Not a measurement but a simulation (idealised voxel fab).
Process module name: voxel transistor to metal
For reference, the cross-section in this document is cut, with width 170 nm and square cells of 5 nm.
Bands, listed from the top down, are how a cross-section gets written in this document; the cross-section itself is a grid of square cells, and a band is one or more rows of them.
A band entry consists of two parts. The first gives the height of the band's top and the height of its bottom, in nm. The rest lists the band's materials from left to right, each with its width in nm. A single material labelled with the word "full width" fills the band from edge to edge, and the word "air" marks empty space.
Basically, 0 is our baseline, since under it the wafer straight out of the box is all one material. The bottom band has no lower end and keeps on going down, so it looks like "0 nm and below".
Graded width ("30..40"): value in top row of band = first number; value in bottom row = second number; row-to-row change constant.
Basically "changes: none" means that step didn't change any cell in the cross-section.
In "Internal closed voids" the enclosed voids are listed, meaning empty spaces of 8 cells or larger without any opening to the top. The form is width x height at distance, distance from the left edge, units nm.
Where a step's line continues beyond its settings, the continuation is a remark by the simulator itself on that step.
On any step carrying a mask, the "overlay nm" setting, if present on the step's line, tells how far right of its planned place the mask lay; negative values point to the left.

# The steps planned for the process are as follows
- 1: RECEIVE [material Si]
- 2: OXIDIZE [depth nm 5]
- 3: CONFORMAL_DEP [material SiN] [thk nm 15]
- 4: DIRECTIONAL_DEP [material aC] [thk nm 15]
- 5: PATTERN [tone cover] [mask id ACTIVE] [material resist] [width nm 115] [thk nm 30] [overlay nm 0]
- 6: DIRECTIONAL_ETCH [etch materials aC] [depth nm 15]
- 7: STRIP [etch materials resist]
- 8: DIRECTIONAL_ETCH [etch materials SiN] [depth nm 15]
- 9: DIRECTIONAL_ETCH [etch materials SiO2] [depth nm 5]
- 10: DIRECTIONAL_ETCH [etch materials Si] [depth nm 30]
- 11: STRIP [etch materials aC]
- 12: OXIDIZE [depth nm 5]
- 13: FILL_DEP [material SiO2] [thk nm 5]
- 14: CMP [height nm 15]
- 15: SELECTIVE_ETCH [etch materials SiO2] [depth nm 10]
- 16: STRIP [etch materials SiN]
- 17: SELECTIVE_ETCH [etch materials SiO2] [depth nm 5]
- 18: OXIDIZE [depth nm 5]
- 19: DIRECTIONAL_DEP [material polySi] [thk nm 30]
- 20: DIRECTIONAL_DEP [material SiCN] [thk nm 10]
- 21: DIRECTIONAL_DEP [material aC] [thk nm 10]
- 22: PATTERN [tone cover] [mask id GATE] [material resist] [width nm 25] [thk nm 30] [overlay nm 0]
- 23: DIRECTIONAL_ETCH [etch materials aC] [depth nm 10]
- 24: STRIP [etch materials resist]
- 25: DIRECTIONAL_ETCH [etch materials SiCN] [depth nm 20]
- 26: DIRECTIONAL_ETCH [etch materials polySi] [depth nm 40]
- 27: STRIP [etch materials aC]
- 28: CONFORMAL_DEP [material SiO2] [thk nm 5]
- 29: DIRECTIONAL_ETCH [etch materials SiO2] [depth nm 5]
- 30: CONFORMAL_DEP [material SiN] [thk nm 5]
- 31: DIRECTIONAL_ETCH [etch materials SiN] [depth nm 5]
- 32: DIRECTIONAL_ETCH [etch materials SiO2] [depth nm 5]
- 33: EPI [material nSi] [thk nm 5]
- 34: FILL_DEP [material SiO2] [thk nm 5]
- 35: CMP [height nm 35]
- 36: DIRECTIONAL_DEP [material SiO2] [thk nm 10]
- 37: DIRECTIONAL_DEP [material aC] [thk nm 10]
- 38: PATTERN [tone open] [mask id CONTACT] [material resist] [width nm 30] [pitch nm 65] [thk nm 30] [overlay nm 0]
- 39: DIRECTIONAL_ETCH [etch materials aC] [depth nm 10]
- 40: STRIP [etch materials resist]
- 41: DIRECTIONAL_ETCH [etch materials SiO2] [depth nm 50]
- 42: STRIP [etch materials aC]
- 43: CONFORMAL_DEP [material TiN] [thk nm 5]
- 44: FILL_DEP [material Ru] [thk nm 10]
- 45: CMP [height nm 45]
- 46: DIRECTIONAL_DEP [material TiN] [thk nm 5]
- 47: DIRECTIONAL_DEP [material Ru] [thk nm 20]
- 48: MASKED_ETCH [tone cover] [mask id METAL_1] [width nm 15] [pitch nm 80] [etch materials Ru] [depth nm 20] [overlay nm 0]
- 49: MASKED_ETCH [tone cover] [mask id METAL_1] [width nm 15] [pitch nm 80] [etch materials TiN] [depth nm 5] [overlay nm 0]
- 50: FILL_DEP [material SiO2] [thk nm 10]
- 51: CMP [height nm 70]
- 52: CONFORMAL_DEP [material SiCN] [thk nm 5]
- 53: DIRECTIONAL_DEP [material SiO2] [thk nm 30]
- 54: MASKED_ETCH [tone open] [mask id METAL_2] [width nm 15] [pitch nm 80] [etch materials SiO2] [depth nm 15] [overlay nm 0]
- 55: DIRECTIONAL_DEP [material aC] [thk nm 10]
- 56: PATTERN [tone open] [mask id METAL_2_HOLES] [material resist] [width nm 15] [pitch nm 80] [thk nm 25] [overlay nm 0]
- 57: DIRECTIONAL_ETCH [etch materials aC] [depth nm 10]
- 58: STRIP [etch materials resist]
- 59: DIRECTIONAL_ETCH [etch materials SiO2] [depth nm 15]
- 60: DIRECTIONAL_ETCH [etch materials SiCN] [depth nm 5]
- 61: STRIP [etch materials aC]
- 62: CONFORMAL_DEP [material TiN] [thk nm 5]
- 63: FILL_DEP [material Cu] [thk nm 10]
- 64: CMP [height nm 105]
- 65: CONFORMAL_DEP [material SiN] [thk nm 5]

# Cross-section of the wafer as it came to us, i.e., already through step 1
0 nm and below = Si full width
Internal closed voids: none

# First of two wafers at the end of the module, shown in cross-section; run carried out as planned
110 nm to 105 nm = SiN full width
105 nm to 75 nm = 35 of SiO2, 5 of TiN, 5 of Cu, 5 of TiN, 65 of SiO2, 5 of TiN, 5 of Cu, 5 of TiN, 40 of SiO2
75 nm to 70 nm = 35 of SiCN, 15 of TiN, 65 of SiCN, 15 of TiN, 40 of SiCN
70 nm to 50 nm = 35 of SiO2, 15 of Ru, 65 of SiO2, 15 of Ru, 40 of SiO2
50 nm to 45 nm = 35 of SiO2, 15 of TiN, 65 of SiO2, 15 of TiN, 40 of SiO2
45 nm to 35 nm = 35 of SiO2, 5 of TiN, 20..15 of Ru, 5..10 of TiN, 35 of SiO2, 5..10 of TiN, 20..15 of Ru, 5 of TiN, 40 of SiO2
35 nm to 25 nm = 35 of SiO2, 5 of TiN, 15 of Ru, 5 of TiN, 5 of SiN, 5 of SiO2, 25 of SiCN, 5 of SiO2, 5 of SiN, 5 of TiN, 15 of Ru, 5 of TiN, 40 of SiO2
25 nm to 0 nm = 35 of SiO2, 5 of TiN, 15 of Ru, 5 of TiN, 5 of SiN, 5 of SiO2, 25 of polySi, 5 of SiO2, 5 of SiN, 5 of TiN, 15 of Ru, 5 of TiN, 40 of SiO2
0 nm to -5 nm = 25 of SiO2, 5 of SiN, 5 of SiO2, 25 of TiN, 5 of SiN, 5 of SiO2, 25 of polySi, 5 of SiO2, 5 of SiN, 25 of TiN, 5 of SiO2, 5 of SiN, 30 of SiO2
-5 nm to -10 nm = 30 of SiO2, 30 of nSi, 45 of SiO2, 30 of nSi, 35 of SiO2
-10 nm to -40 nm = 30 of SiO2, 105 of Si, 35 of SiO2
-40 nm and below = Si full width
Internal closed voids: none

# Cross-section of the latter of the two wafers at module completion. It had an identical start and an identical plan to the former; in running it, one mistake was made
110 nm to 105 nm = SiN full width
105 nm to 75 nm = 35 of SiO2, 5 of TiN, 5 of Cu, 5 of TiN, 65 of SiO2, 5 of TiN, 5 of Cu, 5 of TiN, 40 of SiO2
75 nm to 70 nm = 35 of SiCN, 15 of TiN, 65 of SiCN, 15 of TiN, 40 of SiCN
70 nm to 50 nm = 35 of SiO2, 15 of Ru, 65 of SiO2, 15 of Ru, 40 of SiO2
50 nm to 45 nm = 35 of SiO2, 15 of TiN, 65 of SiO2, 15 of TiN, 40 of SiO2
45 nm to 35 nm = 35 of SiO2, 5 of TiN, 20..15 of Ru, 5..10 of TiN, 35 of SiO2, 5..10 of TiN, 20..15 of Ru, 5 of TiN, 40 of SiO2
35 nm to 25 nm = 35 of SiO2, 5 of TiN, 15 of Ru, 5 of TiN, 5 of SiN, 5 of SiO2, 25 of SiCN, 5 of SiO2, 5 of SiN, 5 of TiN, 15 of Ru, 5 of TiN, 40 of SiO2
25 nm to 5 nm = 35 of SiO2, 5 of TiN, 15 of Ru, 5 of TiN, 5 of SiN, 5 of SiO2, 25 of polySi, 5 of SiO2, 5 of SiN, 5 of TiN, 15 of Ru, 5 of TiN, 40 of SiO2
5 nm to 0 nm = 35 of SiO2, 5 of TiN, 15 of Ru, 5 of TiN, 5 of SiN, 5 of SiO2, 25 of polySi, 5 of SiO2, 5 of SiN, 5 of TiN, 10 of Ru, 10 of TiN, 40 of SiO2
0 nm to -5 nm = 15 of SiO2, 5 of SiN, 15 of SiO2, 25 of TiN, 5 of SiN, 5 of SiO2, 25 of polySi, 5 of SiO2, 5 of SiN, 20 of TiN, 5 of SiN, 40 of SiO2
-5 nm to -10 nm = 20 of SiO2, 40 of nSi, 45 of SiO2, 20 of nSi, 45 of SiO2
-10 nm to -40 nm = 20 of SiO2, 105 of Si, 45 of SiO2
-40 nm and below = Si full width
Internal closed voids: none
So what did we get wrong on this run? step 5 ran as: PATTERN [tone cover] [mask id ACTIVE] [material resist] [width nm 115] [thk nm 30] [overlay nm -10]
Count the cells at the end and the second wafer has more or fewer of some materials than the first: 1 fewer of Ru, 1 more of SiO2
